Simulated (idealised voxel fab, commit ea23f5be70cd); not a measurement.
Title: Process Module voxel wiring stack
It is cross-section cut that appears here, measuring 270 nm in width, its square cells being 5 nm in size.
Throughout this document, each cross-section is represented as a grid of square cells and is presented as a sequence of bands enumerated from the top downward, where a band comprises one or more rows of cells. Heights first: top, then bottom, in nm. Then materials, left to right, each with a width in nm. "edge to edge" on a single material: fills the band edge to edge. "blank": empty space. Note: height 0 marks the level under which the wafer is uniformly one material as received. Lowest band unbounded below, written "0 nm and below". A width such as "30 to 40" changes by the same amount from each row of cells to the next, from the band's top row to its bottom row. "nothing different", as given for a step, is the statement that not any cell of the cross-section underwent a change during that step. "Enclosed cavity list" - sealed voids, min. 8 cells, no opening to top; format: width x height at distance (distance from left edge; nm throughout). Anything after a step's settings on that line? It's the simulator's own note about the step. The optional step-line setting "overlay nm" applies to steps with a mask and quantifies how far to the right of its planned location the mask lay, a negative value indicating leftward placement.
The steps planned for the process are as follows:
1. RECEIVE, material Si
2. CONFORMAL_DEP, material SiO2, thk nm 15
3. CONFORMAL_DEP, material SiCN, thk nm 5
4. DIRECTIONAL_DEP, material SiO2, thk nm 15
5. PATTERN, tone open, mask id METAL_1, material resist, width nm 20, pitch nm 45, thk nm 15, overlay nm 0
6. DIRECTIONAL_ETCH, etch materials SiO2, depth nm 15
7. DIRECTIONAL_ETCH, etch materials SiCN, depth nm 5
8. STRIP, etch materials resist
9. CONFORMAL_DEP, material TiN, thk nm 5
10. FILL_DEP, material Cu, thk nm 10
11. CMP, height nm 35
12. CONFORMAL_DEP, material SiCN, thk nm 5
13. DIRECTIONAL_DEP, material SiO2, thk nm 35
14. PATTERN, tone open, mask id METAL_2_HOLES, material resist, width nm 15, pitch nm 90, thk nm 15, overlay nm 0
15. DIRECTIONAL_ETCH, etch materials SiO2, depth nm 35
16. STRIP, etch materials resist
17. PATTERN, tone open, mask id METAL_2, material resist, width nm 20, pitch nm 45, thk nm 15, overlay nm 0
18. DIRECTIONAL_ETCH, etch materials SiO2, depth nm 20
19. DIRECTIONAL_ETCH, etch materials SiCN, depth nm 5
20. STRIP, etch materials resist
21. CONFORMAL_DEP, material TiN, thk nm 5
22. FILL_DEP, material Cu, thk nm 5
23. CMP, height nm 75
24. CONFORMAL_DEP, material SiCN, thk nm 5
First wafer out of two, processed as planned:
Cross-section, incoming material, after step 1:
* 0 nm and below = Si edge to edge
* Enclosed cavity list: none
The wafer in cross-section once step 2 is complete:
* 15 nm to 0 nm = SiO2 edge to edge
* All layers under 0 are left as they were.
The wafer in cross-section once step 3 is complete:
* 20 nm to 15 nm = SiCN edge to edge
* All layers under 15 are left as they were.
The wafer in cross-section once step 4 is complete:
* 35 nm to 20 nm = SiO2 edge to edge
* All layers under 20 are left as they were.
The wafer in cross-section once step 5 is complete:
* 50 nm to 35 nm = resist=80  blank=20  resist=25  blank=20  resist=25  blank=20  resist=80
* All layers under 35 are left as they were.
The wafer in cross-section once step 6 is complete:
* 50 nm to 35 nm = resist=80  blank=20  resist=25  blank=20  resist=25  blank=20  resist=80
* 35 nm to 20 nm = SiO2=80  blank=20  SiO2=25  blank=20  SiO2=25  blank=20  SiO2=80
* All layers under 20 are left as they were.
The wafer in cross-section once step 7 is complete:
* 50 nm to 35 nm = resist=80  blank=20  resist=25  blank=20  resist=25  blank=20  resist=80
* 35 nm to 20 nm = SiO2=80  blank=20  SiO2=25  blank=20  SiO2=25  blank=20  SiO2=80
* 20 nm to 15 nm = SiCN=80  blank=20  SiCN=25  blank=20  SiCN=25  blank=20  SiCN=80
* All layers under 15 are left as they were.
The wafer in cross-section once step 8 is complete:
* 35 nm to 20 nm = SiO2=80  blank=20  SiO2=25  blank=20  SiO2=25  blank=20  SiO2=80
* All layers under 20 are left as they were.
The wafer in cross-section once step 9 is complete:
* 40 nm to 35 nm = TiN=85  blank=10  TiN=35  blank=10  TiN=35  blank=10  TiN=85
* 35 nm to 20 nm = SiO2=80  TiN=5  blank=10  TiN=5  SiO2=25  TiN=5  blank=10  TiN=5  SiO2=25  TiN=5  blank=10  TiN=5  SiO2=80
* 20 nm to 15 nm = SiCN=80  TiN=20  SiCN=25  TiN=20  SiCN=25  TiN=20  SiCN=80
* All layers under 15 are left as they were.
The wafer in cross-section once step 10 is complete:
* 50 nm to 40 nm = Cu edge to edge
* 40 nm to 35 nm = TiN=85  Cu=10  TiN=35  Cu=10  TiN=35  Cu=10  TiN=85
* 35 nm to 20 nm = SiO2=80  TiN=5  Cu=10  TiN=5  SiO2=25  TiN=5  Cu=10  TiN=5  SiO2=25  TiN=5  Cu=10  TiN=5  SiO2=80
* All layers under 20 are left as they were.
The wafer in cross-section once step 11 is complete:
* 35 nm to 20 nm = SiO2=80  TiN=5  Cu=10  TiN=5  SiO2=25  TiN=5  Cu=10  TiN=5  SiO2=25  TiN=5  Cu=10  TiN=5  SiO2=80
* All layers under 20 are left as they were.
The wafer in cross-section once step 12 is complete:
* 40 nm to 35 nm = SiCN edge to edge
* All layers under 35 are left as they were.
The wafer in cross-section once step 13 is complete:
* 75 nm to 40 nm = SiO2 edge to edge
* All layers under 40 are left as they were.
The wafer in cross-section once step 14 is complete:
* 90 nm to 75 nm = resist=80  blank=15  resist=75  blank=15  resist=85
* All layers under 75 are left as they were.
The wafer in cross-section once step 15 is complete:
* 90 nm to 75 nm = resist=80  blank=15  resist=75  blank=15  resist=85
* 75 nm to 40 nm = SiO2=80  blank=15  SiO2=75  blank=15  SiO2=85
* All layers under 40 are left as they were.
The wafer in cross-section once step 16 is complete:
* 75 nm to 40 nm = SiO2=80  blank=15  SiO2=75  blank=15  SiO2=85
* All layers under 40 are left as they were.
The wafer in cross-section once step 17 is complete:
* 90 nm to 75 nm = resist=80  blank=20  resist=25  blank=20  resist=25  blank=20  resist=80
* All layers under 75 are left as they were.
The wafer in cross-section once step 18 is complete:
* 90 nm to 75 nm = resist=80  blank=20  resist=25  blank=20  resist=25  blank=20  resist=80
* 75 nm to 55 nm = SiO2=80  blank=20  SiO2=25  blank=20  SiO2=25  blank=20  SiO2=80
* All layers under 55 are left as they were.
The wafer in cross-section once step 19 is complete:
* 90 nm to 75 nm = resist=80  blank=20  resist=25  blank=20  resist=25  blank=20  resist=80
* 75 nm to 55 nm = SiO2=80  blank=20  SiO2=25  blank=20  SiO2=25  blank=20  SiO2=80
* 55 nm to 40 nm = SiO2=80  blank=15  SiO2=75  blank=15  SiO2=85
* 40 nm to 35 nm = SiCN=80  blank=15  SiCN=75  blank=15  SiCN=85
* All layers under 35 are left as they were.
The wafer in cross-section once step 20 is complete:
* 75 nm to 55 nm = SiO2=80  blank=20  SiO2=25  blank=20  SiO2=25  blank=20  SiO2=80
* All layers under 55 are left as they were.
The wafer in cross-section once step 21 is complete:
* 80 nm to 75 nm = TiN=85  blank=10  TiN=35  blank=10  TiN=35  blank=10  TiN=85
* 75 nm to 60 nm = SiO2=80  TiN=5  blank=10  TiN=5  SiO2=25  TiN=5  blank=10  TiN=5  SiO2=25  TiN=5  blank=10  TiN=5  SiO2=80
* 60 nm to 55 nm = SiO2=80  TiN=5  blank=5  TiN=10  SiO2=25  TiN=20  SiO2=25  TiN=5  blank=5  TiN=10  SiO2=80
* 55 nm to 40 nm = SiO2=80  TiN=5  blank=5  TiN=5  SiO2=75  TiN=5  blank=5  TiN=5  SiO2=85
* 40 nm to 35 nm = SiCN=80  TiN=15  SiCN=75  TiN=15  SiCN=85
* All layers under 35 are left as they were.
The wafer in cross-section once step 22 is complete:
* 85 nm to 80 nm = Cu edge to edge
* 80 nm to 75 nm = TiN=85  Cu=10  TiN=35  Cu=10  TiN=35  Cu=10  TiN=85
* 75 nm to 60 nm = SiO2=80  TiN=5  Cu=10  TiN=5  SiO2=25  TiN=5  Cu=10  TiN=5  SiO2=25  TiN=5  Cu=10  TiN=5  SiO2=80
* 60 nm to 55 nm = SiO2=80  TiN=5  Cu=5  TiN=10  SiO2=25  TiN=20  SiO2=25  TiN=5  Cu=5  TiN=10  SiO2=80
* 55 nm to 40 nm = SiO2=80  TiN=5  Cu=5  TiN=5  SiO2=75  TiN=5  Cu=5  TiN=5  SiO2=85
* All layers under 40 are left as they were.
The wafer in cross-section once step 23 is complete:
* 75 nm to 60 nm = SiO2=80  TiN=5  Cu=10  TiN=5  SiO2=25  TiN=5  Cu=10  TiN=5  SiO2=25  TiN=5  Cu=10  TiN=5  SiO2=80
* All layers under 60 are left as they were.
The wafer in cross-section once step 24 is complete:
* 80 nm to 75 nm = SiCN edge to edge
* All layers under 75 are left as they were.
The Second Wafer: Common Origin and Plan, One Mistake in Execution, Identical to the First Through Step 16:
Second wafer, cross-section, planned end of step 17:
* 90 nm to 75 nm = blank=80  resist=20  blank=25  resist=20  blank=25  resist=20  blank=80
* 75 nm to 40 nm = SiO2=80  resist=15  SiO2=75  resist=15  SiO2=85
* All layers under 40 are left as they were.
Second wafer, cross-section, planned end of step 18:
* 90 nm to 75 nm = blank=80  resist=20  blank=25  resist=20  blank=25  resist=20  blank=80
* 75 nm to 55 nm = blank=80  resist=15  SiO2=5  blank=25  SiO2=20  blank=25  resist=15  SiO2=5  blank=80
* All layers under 55 are left as they were.
Second wafer, cross-section, planned end of step 19: nothing different
Second wafer, cross-section, planned end of step 20:
* 75 nm to 55 nm = blank=95  SiO2=5  blank=25  SiO2=20  blank=40  SiO2=5  blank=80
* 55 nm to 40 nm = SiO2=80  blank=15  SiO2=75  blank=15  SiO2=85
* All layers under 40 are left as they were.
Second wafer, cross-section, planned end of step 21:
* 80 nm to 75 nm = blank=90  TiN=15  blank=15  TiN=30  blank=30  TiN=15  blank=75
* 75 nm to 60 nm = blank=90  TiN=5  SiO2=5  TiN=5  blank=15  TiN=5  SiO2=20  TiN=5  blank=30  TiN=5  SiO2=5  TiN=5  blank=75
* 60 nm to 55 nm = TiN=85  blank=5  TiN=5  SiO2=5  TiN=25  SiO2=20  TiN=30  blank=5  TiN=5  SiO2=5  TiN=80
* 55 nm to 45 nm = SiO2=80  TiN=5  blank=5  TiN=5  SiO2=75  TiN=5  blank=5  TiN=5  SiO2=85
* 45 nm to 40 nm = SiO2=80  TiN=15  SiO2=75  TiN=15  SiO2=85
* All layers under 40 are left as they were.
Second wafer, cross-section, planned end of step 22:
* 85 nm to 80 nm = Cu edge to edge
* 80 nm to 75 nm = Cu=90  TiN=15  Cu=15  TiN=30  Cu=30  TiN=15  Cu=75
* 75 nm to 60 nm = Cu=90  TiN=5  SiO2=5  TiN=5  Cu=15  TiN=5  SiO2=20  TiN=5  Cu=30  TiN=5  SiO2=5  TiN=5  Cu=75
* 60 nm to 55 nm = TiN=85  Cu=5  TiN=5  SiO2=5  TiN=25  SiO2=20  TiN=30  Cu=5  TiN=5  SiO2=5  TiN=80
* 55 nm to 45 nm = SiO2=80  TiN=5  Cu=5  TiN=5  SiO2=75  TiN=5  Cu=5  TiN=5  SiO2=85
* All layers under 45 are left as they were.
Second wafer, cross-section, planned end of step 23:
* 75 nm to 60 nm = Cu=90  TiN=5  SiO2=5  TiN=5  Cu=15  TiN=5  SiO2=20  TiN=5  Cu=30  TiN=5  SiO2=5  TiN=5  Cu=75
* All layers under 60 are left as they were.
Second wafer, cross-section, planned end of step 24:
* 80 nm to 75 nm = SiCN edge to edge
* All layers under 75 are left as they were.
What was done differently from what was planned? for step 17, the planned setting was not used; the step was instead run as PATTERN, tone cover, mask id METAL_2, material resist, width nm 20, pitch nm 45, thk nm 15, overlay nm 0
Once processing is complete, comparing cell counts shows that the second wafer has more or fewer of certain materials than the first: Cu: 106 more; SiCN: 6 more; SiO2: 144 fewer; TiN: 32 more
